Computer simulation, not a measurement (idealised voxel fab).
The following is a process module called voxel local oxidation.
Each square cell in cross-section cut measures 5 nm, and the section as a whole is 295 nm wide.
In this document a cross-section is written as a grid of square cells. It is given as a series of bands, listed from the top down, and a band is one or more rows of cells. Per band: top height and bottom height in nm, followed by the left-to-right materials and their widths in nm; "throughout" marks a single material spanning edge to edge, "empty" marks empty space. Counting heights begins at 0, where everything beneath is, in the wafer as received, one material. The lowest band has no bottom; it goes on downwards, as "0 and below" shows. Top row gets the first number, bottom row gets the second, and each row in between changes by the same step: that is how a band width like "30..40" works. "left unchanged", as given for a step, is the statement that not any cell of the cross-section underwent a change during that step. "Enclosed internal voids" specifies each empty space that is not open to the top and that occupies no fewer than 8 cells, using the form width x height at distance, the distance measured from the left edge and all three quantities in nm. Read whatever lies past the settings on a step's line as the simulator's own remark about the step. If you see "overlay nm" on a step's line and that step has a mask, it's telling you how far right of where it was planned the mask ended up; a negative number means it went left instead.

Process steps (planned)
1. RECEIVE | material Si
2. CONFORMAL_DEP | material SiO2 | thk nm 5
3. CONFORMAL_DEP | material SiN | thk nm 10
4. DIRECTIONAL_DEP | material aC | thk nm 10
5. PATTERN | tone cover | mask id ACTIVE | material resist | width nm 95 | pitch nm 135 | thk nm 30 | overlay nm -15
6. DIRECTIONAL_ETCH | etch materials aC | depth nm 10
7. STRIP | etch materials resist
8. DIRECTIONAL_ETCH | etch materials SiN | depth nm 10
9. STRIP | etch materials aC
10. SELECTIVE_ETCH | etch materials SiO2 | depth nm 5
11. OXIDIZE | depth nm 15
12. STRIP | etch materials SiN
Be aware that, although all wafers share a common starting state, the overlay nm at step 5 differs among them, and the plan displays the first wafer's value.

The first of several wafers as received, shown in cross-section; this is its state after step 1
* 0 and below: Si throughout
* Enclosed internal voids: none

Below: a row per wafer. Contents at end of module: for every material, cells gained since receipt (+) or lost since receipt (-); then closed voids
overlay nm -15, -111 Si, +145 SiO2, Enclosed internal voids: none
overlay nm -10, -111 Si, +145 SiO2, Enclosed internal voids: none
overlay nm -5, -111 Si, +145 SiO2, Enclosed internal voids: none
overlay nm 0, -111 Si, +145 SiO2, Enclosed internal voids: none
overlay nm 5, -111 Si, +145 SiO2, Enclosed internal voids: none
overlay nm 10, -111 Si, +145 SiO2, Enclosed internal voids: none
overlay nm 15, -111 Si, +145 SiO2, Enclosed internal voids: none
